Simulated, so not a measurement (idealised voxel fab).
This is a process module. Its name is voxel self aligned vias.
It is cross-section cut that appears here, measuring 220 nm in width, its square cells being 5 nm in size.
Each cross-section below is a grid of square cells, stated as bands in top-down order, with one or more rows of cells making up each band.
Band: top height; bottom height; in nm. Then, left to right: material with width in nm, for each material. "all across": a single material spanning edge to edge. "blank": empty space.
Height datum 0, below which the as-received substrate wafer is one material. Lowest band open at the bottom, running downward: "0 -> down".
A width such as "30->40" changes by the same amount from each row of cells to the next, from the band's top row to its bottom row.
The cross-section has no changed cell in any step marked "nothing was modified".
Entry "Sealed void listing" = empty spaces >= 8 cells with no open way to the top; each as width x height at distance, distance from left edge, all nm.
Past the settings on a step's line: simulator remark, on that step.
You can add "overlay nm" to a step's line. For a step with a mask, it describes how far the mask lay to the right of its planned position, and a negative number describes a lay to the left.

List of planned process steps:
1,RECEIVE (material Si)
2,CONFORMAL_DEP (material SiO2; thk nm 10)
3,CONFORMAL_DEP (material SiCN; thk nm 5)
4,DIRECTIONAL_DEP (material SiO2; thk nm 25)
5,MASKED_ETCH (tone open; mask id LINES; width nm 30; pitch nm 60; etch materials SiO2; depth nm 25; overlay nm 0)
6,CONFORMAL_DEP (material TiN; thk nm 5)
7,FILL_DEP (material W; thk nm 10)
8,CMP (height nm 40)
9,SELECTIVE_ETCH (etch materials W Ru TiN; depth nm 10)
10,FILL_DEP (material SiN; thk nm 5)
11,CMP (height nm 40)
12,DIRECTIONAL_DEP (material SiO2; thk nm 20)
13,DIRECTIONAL_DEP (material aC; thk nm 15)
14,PATTERN (tone open; mask id VIAS; material resist; width nm 40; pitch nm 120; thk nm 30; overlay nm 0)
15,DIRECTIONAL_ETCH (etch materials aC; depth nm 15)
16,STRIP (etch materials resist)
17,DIRECTIONAL_ETCH (etch materials SiO2; depth nm 20)
18,DIRECTIONAL_ETCH (etch materials SiN; depth nm 10)
19,STRIP (etch materials aC)
20,CONFORMAL_DEP (material TiN; thk nm 5)
21,FILL_DEP (material Cu; thk nm 5)
22,CMP (height nm 60)
23,CONFORMAL_DEP (material SiN; thk nm 5)

Run as planned: first of two wafers:

Cross-section of the wafer upon arrival, representing the state reached after step 1:
- 0 -> down | Si all across
- Sealed void listing: none

You're looking at a cross-section of the wafer after step 2:
- 10 -> 0 | SiO2 all across
- Heights below 0 show no change.

You're looking at a cross-section of the wafer after step 3:
- 15 -> 10 | SiCN all across
- Heights below 10 show no change.

You're looking at a cross-section of the wafer after step 4:
- 40 -> 15 | SiO2 all across
- Heights below 15 show no change.

You're looking at a cross-section of the wafer after step 5:
- 40 -> 15 | SiO2=35; blank=30; SiO2=30; blank=30; SiO2=30; blank=30; SiO2=35
- Heights below 15 show no change.

You're looking at a cross-section of the wafer after step 6:
- 45 -> 40 | TiN=40; blank=20; TiN=40; blank=20; TiN=40; blank=20; TiN=40
- 40 -> 20 | SiO2=35; TiN=5; blank=20; TiN=5; SiO2=30; TiN=5; blank=20; TiN=5; SiO2=30; TiN=5; blank=20; TiN=5; SiO2=35
- 20 -> 15 | SiO2=35; TiN=30; SiO2=30; TiN=30; SiO2=30; TiN=30; SiO2=35
- Heights below 15 show no change.

You're looking at a cross-section of the wafer after step 7:
- 55 -> 45 | W all across
- 45 -> 40 | TiN=40; W=20; TiN=40; W=20; TiN=40; W=20; TiN=40
- 40 -> 20 | SiO2=35; TiN=5; W=20; TiN=5; SiO2=30; TiN=5; W=20; TiN=5; SiO2=30; TiN=5; W=20; TiN=5; SiO2=35
- Heights below 20 show no change.

You're looking at a cross-section of the wafer after step 8:
- 40 -> 20 | SiO2=35; TiN=5; W=20; TiN=5; SiO2=30; TiN=5; W=20; TiN=5; SiO2=30; TiN=5; W=20; TiN=5; SiO2=35
- Heights below 20 show no change.

You're looking at a cross-section of the wafer after step 9:
- 40 -> 30 | SiO2=35; blank=30; SiO2=30; blank=30; SiO2=30; blank=30; SiO2=35
- Heights below 30 show no change.

You're looking at a cross-section of the wafer after step 10:
- 45 -> 40 | SiN all across
- 40 -> 30 | SiO2=35; SiN=30; SiO2=30; SiN=30; SiO2=30; SiN=30; SiO2=35
- Heights below 30 show no change.

You're looking at a cross-section of the wafer after step 11:
- 40 -> 30 | SiO2=35; SiN=30; SiO2=30; SiN=30; SiO2=30; SiN=30; SiO2=35
- Heights below 30 show no change.

You're looking at a cross-section of the wafer after step 12:
- 60 -> 40 | SiO2 all across
- Heights below 40 show no change.

You're looking at a cross-section of the wafer after step 13:
- 75 -> 60 | aC all across
- Heights below 60 show no change.

You're looking at a cross-section of the wafer after step 14:
- 105 -> 75 | resist=30; blank=40; resist=80; blank=40; resist=30
- Heights below 75 show no change.

You're looking at a cross-section of the wafer after step 15:
- 90 -> 75 | resist=30; blank=40; resist=80; blank=40; resist=30
- 75 -> 60 | aC=30; blank=40; aC=80; blank=40; aC=30
- Heights below 60 show no change.

You're looking at a cross-section of the wafer after step 16:
- 75 -> 60 | aC=30; blank=40; aC=80; blank=40; aC=30
- Heights below 60 show no change.

You're looking at a cross-section of the wafer after step 17:
- 75 -> 60 | aC=30; blank=40; aC=80; blank=40; aC=30
- 60 -> 40 | SiO2=30; blank=40; SiO2=80; blank=40; SiO2=30
- Heights below 40 show no change.

You're looking at a cross-section of the wafer after step 18:
- 75 -> 60 | aC=30; blank=40; aC=80; blank=40; aC=30
- 60 -> 40 | SiO2=30; blank=40; SiO2=80; blank=40; SiO2=30
- 40 -> 30 | SiO2=35; blank=30; SiO2=30; SiN=30; SiO2=30; blank=30; SiO2=35
- Heights below 30 show no change.

You're looking at a cross-section of the wafer after step 19:
- 60 -> 40 | SiO2=30; blank=40; SiO2=80; blank=40; SiO2=30
- Heights below 40 show no change.

You're looking at a cross-section of the wafer after step 20:
- 65 -> 60 | TiN=35; blank=30; TiN=90; blank=30; TiN=35
- 60 -> 45 | SiO2=30; TiN=5; blank=30; TiN=5; SiO2=80; TiN=5; blank=30; TiN=5; SiO2=30
- 45 -> 40 | SiO2=30; TiN=10; blank=20; TiN=10; SiO2=80; TiN=10; blank=20; TiN=10; SiO2=30
- 40 -> 35 | SiO2=35; TiN=5; blank=20; TiN=5; SiO2=30; SiN=30; SiO2=30; TiN=5; blank=20; TiN=5; SiO2=35
- 35 -> 30 | SiO2=35; TiN=30; SiO2=30; SiN=30; SiO2=30; TiN=30; SiO2=35
- Heights below 30 show no change.

You're looking at a cross-section of the wafer after step 21:
- 70 -> 65 | Cu all across
- 65 -> 60 | TiN=35; Cu=30; TiN=90; Cu=30; TiN=35
- 60 -> 45 | SiO2=30; TiN=5; Cu=30; TiN=5; SiO2=80; TiN=5; Cu=30; TiN=5; SiO2=30
- 45 -> 40 | SiO2=30; TiN=10; Cu=20; TiN=10; SiO2=80; TiN=10; Cu=20; TiN=10; SiO2=30
- 40 -> 35 | SiO2=35; TiN=5; Cu=20; TiN=5; SiO2=30; SiN=30; SiO2=30; TiN=5; Cu=20; TiN=5; SiO2=35
- Heights below 35 show no change.

You're looking at a cross-section of the wafer after step 22:
- 60 -> 45 | SiO2=30; TiN=5; Cu=30; TiN=5; SiO2=80; TiN=5; Cu=30; TiN=5; SiO2=30
- Heights below 45 show no change.

You're looking at a cross-section of the wafer after step 23:
- 65 -> 60 | SiN all across
- Heights below 60 show no change.

Second wafer. Start and plan as for the first. One mistake made in running. Agrees with the first up to and including step 2:

When step 3 should have ended:
- 25 -> 10 | SiCN all across
- Heights below 10 show no change.

When step 4 should have ended:
- 50 -> 25 | SiO2 all across
- Heights below 25 show no change.

When step 5 should have ended:
- 50 -> 25 | SiO2=35; blank=30; SiO2=30; blank=30; SiO2=30; blank=30; SiO2=35
- Heights below 25 show no change.

When step 6 should have ended:
- 55 -> 50 | TiN=40; blank=20; TiN=40; blank=20; TiN=40; blank=20; TiN=40
- 50 -> 30 | SiO2=35; TiN=5; blank=20; TiN=5; SiO2=30; TiN=5; blank=20; TiN=5; SiO2=30; TiN=5; blank=20; TiN=5; SiO2=35
- 30 -> 25 | SiO2=35; TiN=30; SiO2=30; TiN=30; SiO2=30; TiN=30; SiO2=35
- Heights below 25 show no change.

When step 7 should have ended:
- 65 -> 55 | W all across
- 55 -> 50 | TiN=40; W=20; TiN=40; W=20; TiN=40; W=20; TiN=40
- 50 -> 30 | SiO2=35; TiN=5; W=20; TiN=5; SiO2=30; TiN=5; W=20; TiN=5; SiO2=30; TiN=5; W=20; TiN=5; SiO2=35
- Heights below 30 show no change.

When step 8 should have ended:
- 40 -> 30 | SiO2=35; TiN=5; W=20; TiN=5; SiO2=30; TiN=5; W=20; TiN=5; SiO2=30; TiN=5; W=20; TiN=5; SiO2=35
- Heights below 30 show no change.

When step 9 should have ended:
- 40 -> 30 | SiO2=35; blank=30; SiO2=30; blank=30; SiO2=30; blank=30; SiO2=35
- Heights below 30 show no change.

When step 10 should have ended:
- 45 -> 40 | SiN all across
- 40 -> 30 | SiO2=35; SiN=30; SiO2=30; SiN=30; SiO2=30; SiN=30; SiO2=35
- Heights below 30 show no change.

When step 11 should have ended:
- 40 -> 30 | SiO2=35; SiN=30; SiO2=30; SiN=30; SiO2=30; SiN=30; SiO2=35
- Heights below 30 show no change.

When step 12 should have ended:
- 60 -> 40 | SiO2 all across
- Heights below 40 show no change.

When step 13 should have ended:
- 75 -> 60 | aC all across
- Heights below 60 show no change.

When step 14 should have ended:
- 105 -> 75 | resist=30; blank=40; resist=80; blank=40; resist=30
- Heights below 75 show no change.

When step 15 should have ended:
- 90 -> 75 | resist=30; blank=40; resist=80; blank=40; resist=30
- 75 -> 60 | aC=30; blank=40; aC=80; blank=40; aC=30
- Heights below 60 show no change.

When step 16 should have ended:
- 75 -> 60 | aC=30; blank=40; aC=80; blank=40; aC=30
- Heights below 60 show no change.

When step 17 should have ended:
- 75 -> 60 | aC=30; blank=40; aC=80; blank=40; aC=30
- 60 -> 40 | SiO2=30; blank=40; SiO2=80; blank=40; SiO2=30
- Heights below 40 show no change.

When step 18 should have ended:
- 75 -> 60 | aC=30; blank=40; aC=80; blank=40; aC=30
- 60 -> 40 | SiO2=30; blank=40; SiO2=80; blank=40; SiO2=30
- 40 -> 30 | SiO2=35; blank=30; SiO2=30; SiN=30; SiO2=30; blank=30; SiO2=35
- Heights below 30 show no change.

When step 19 should have ended:
- 60 -> 40 | SiO2=30; blank=40; SiO2=80; blank=40; SiO2=30
- Heights below 40 show no change.

When step 20 should have ended:
- 65 -> 60 | TiN=35; blank=30; TiN=90; blank=30; TiN=35
- 60 -> 45 | SiO2=30; TiN=5; blank=30; TiN=5; SiO2=80; TiN=5; blank=30; TiN=5; SiO2=30
- 45 -> 40 | SiO2=30; TiN=10; blank=20; TiN=10; SiO2=80; TiN=10; blank=20; TiN=10; SiO2=30
- 40 -> 35 | SiO2=35; TiN=5; blank=20; TiN=5; SiO2=30; SiN=30; SiO2=30; TiN=5; blank=20; TiN=5; SiO2=35
- 35 -> 30 | SiO2=35; TiN=30; SiO2=30; SiN=30; SiO2=30; TiN=30; SiO2=35
- Heights below 30 show no change.

When step 21 should have ended:
- 70 -> 65 | Cu all across
- 65 -> 60 | TiN=35; Cu=30; TiN=90; Cu=30; TiN=35
- 60 -> 45 | SiO2=30; TiN=5; Cu=30; TiN=5; SiO2=80; TiN=5; Cu=30; TiN=5; SiO2=30
- 45 -> 40 | SiO2=30; TiN=10; Cu=20; TiN=10; SiO2=80; TiN=10; Cu=20; TiN=10; SiO2=30
- 40 -> 35 | SiO2=35; TiN=5; Cu=20; TiN=5; SiO2=30; SiN=30; SiO2=30; TiN=5; Cu=20; TiN=5; SiO2=35
- Heights below 35 show no change.

When step 22 should have ended:
- 60 -> 45 | SiO2=30; TiN=5; Cu=30; TiN=5; SiO2=80; TiN=5; Cu=30; TiN=5; SiO2=30
- Heights below 45 show no change.

When step 23 should have ended:
- 65 -> 60 | SiN all across
- Heights below 60 show no change.
Plan not followed: step 3 was processed under conditions differing from the plan, specifically as CONFORMAL_DEP (material SiCN; thk nm 15)
It is noted that, at the conclusion of processing, the second wafer exhibits a higher or lower cell count for certain materials relative to the first: SiCN: 88 more, SiO2: 52 fewer, TiN: 12 fewer, W: 24 fewer
